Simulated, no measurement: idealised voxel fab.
The process module that follows is named voxel wiring stack.
Section cut is 235 nm wide and gridded with 5 nm square cells.
Notation: cross-section as square-cell grid; stated in bands, top first, going down; one or more cell rows per band.
Heads up on the band format: heights come first, top then bottom, in nm. After that it's the materials left to right, each with its width in nm. A single material flagged "throughout" fills the whole band edge to edge, and "blank" means there's empty space there.
Heights are measured from 0, the level below which the as-received wafer is all one material; the lowest band has no bottom and continues downward, written as in "0..down".
When a width is written as two numbers, as in "30..40", the first number is the width in the top row of cells of the band and the second is the width in its bottom row, and the width changes by the same amount from each row to the next.
Step note "nothing was modified" = no cross-section cell changed.
Listed in "Closed void register": every empty space of 8 or more cells without an open way to the top. Form: width x height at distance, the distance being from the left edge, all in nm.
Step line, after settings: the simulator's comment on this step.
overlay nm: for a step with a mask, the amount by which the mask lay right of where it was planned; a negative amount means left of it.
### These are the steps we planned for the process
1. RECEIVE: material Si
2. CONFORMAL_DEP: material SiO2, thk nm 15
3. DIRECTIONAL_DEP: material TiN, thk nm 5
4. DIRECTIONAL_DEP: material Ru, thk nm 25
5. MASKED_ETCH: tone cover, mask id METAL_1, width nm 20, pitch nm 45, etch materials Ru, depth nm 25, overlay nm 0
6. MASKED_ETCH: tone cover, mask id METAL_1, width nm 20, pitch nm 45, etch materials TiN, depth nm 5, overlay nm 0
7. FILL_DEP: material SiO2, thk nm 10
8. CMP: height nm 45
9. CONFORMAL_DEP: material SiCN, thk nm 5
10. DIRECTIONAL_DEP: material lowk, thk nm 10
11. DIRECTIONAL_DEP: material aC, thk nm 15
12. PATTERN: tone open, mask id PLUG_1, material resist, width nm 15, pitch nm 90, thk nm 35, overlay nm 0
13. DIRECTIONAL_ETCH: etch materials aC, depth nm 15
14. STRIP: etch materials resist
15. DIRECTIONAL_ETCH: etch materials lowk, depth nm 10
16. DIRECTIONAL_ETCH: etch materials SiCN, depth nm 5
17. STRIP: etch materials aC
18. CONFORMAL_DEP: material TiN, thk nm 5
19. FILL_DEP: material Cu, thk nm 10
20. CMP: height nm 60
21. DIRECTIONAL_DEP: material TiN, thk nm 5
22. DIRECTIONAL_DEP: material W, thk nm 15
23. MASKED_ETCH: tone cover, mask id METAL_2, width nm 20, pitch nm 45, etch materials W, depth nm 15, overlay nm 0
24. MASKED_ETCH: tone cover, mask id METAL_2, width nm 20, pitch nm 45, etch materials TiN, depth nm 5, overlay nm 0
25. CONFORMAL_DEP: material SiCN, thk nm 5
26. FILL_DEP: material lowk, thk nm 10
27. CMP: height nm 80
28. CONFORMAL_DEP: material SiN, thk nm 5
### Cross-section of the wafer upon arrival, representing the state reached after step 1
* 0..down  Si throughout
* Closed void register: none
### First wafer of two, sectioned at end of module; run went per plan
* 85..80  SiN throughout
* 80..65  lowk (35), SiCN (5), W (20), SiCN (5), lowk (15), SiCN (5), W (20), SiCN (5), lowk (15), SiCN (5), W (20), SiCN (5), lowk (15), SiCN (5), W (20), SiCN (5), lowk (35)
* 65..60  SiCN (40), TiN (20), SiCN (25), TiN (20), SiCN (25), TiN (20), SiCN (25), TiN (20), SiCN (40)
* 60..50  lowk (40), TiN (5), Cu (5), TiN (5), lowk (75), TiN (5), Cu (5), TiN (5), lowk (90)
* 50..45  SiCN (40), TiN (15), SiCN (75), TiN (15), SiCN (90)
* 45..20  SiO2 (40), Ru (20), SiO2 (25), Ru (20), SiO2 (25), Ru (20), SiO2 (25), Ru (20), SiO2 (40)
* 20..15  SiO2 (40), TiN (20), SiO2 (25), TiN (20), SiO2 (25), TiN (20), SiO2 (25), TiN (20), SiO2 (40)
* 15..0  SiO2 throughout
* 0..down  Si throughout
* Closed void register: none
### This cross-section belongs to the second wafer of two at the end of the module; the start and the plan were shared with the first, and the run included one mistake
* 100..95  SiN throughout
* 95..85  lowk throughout
* 85..80  lowk (35), SiCN (30), lowk (15), SiCN (30), lowk (15), SiCN (30), lowk (15), SiCN (30), lowk (35)
* 80..65  lowk (35), SiCN (5), W (20), SiCN (5), lowk (15), SiCN (5), W (20), SiCN (5), lowk (15), SiCN (5), W (20), SiCN (5), lowk (15), SiCN (5), W (20), SiCN (5), lowk (35)
* 65..60  SiCN (40), TiN (20), SiCN (25), TiN (20), SiCN (25), TiN (20), SiCN (25), TiN (20), SiCN (40)
* 60..50  lowk (40), TiN (5), Cu (5), TiN (5), lowk (75), TiN (5), Cu (5), TiN (5), lowk (90)
* 50..45  SiCN (40), TiN (15), SiCN (75), TiN (15), SiCN (90)
* 45..20  SiO2 (40), Ru (20), SiO2 (25), Ru (20), SiO2 (25), Ru (20), SiO2 (25), Ru (20), SiO2 (40)
* 20..15  SiO2 (40), TiN (20), SiO2 (25), TiN (20), SiO2 (25), TiN (20), SiO2 (25), TiN (20), SiO2 (40)
* 15..0  SiO2 throughout
* 0..down  Si throughout
* Closed void register: none
what went wrong: execution of step 27 of the plan did not take place, the step having been omitted
Wrapping up, a cell-based count of both wafers puts the second over or under the first for these materials: +24 SiCN, +117 lowk
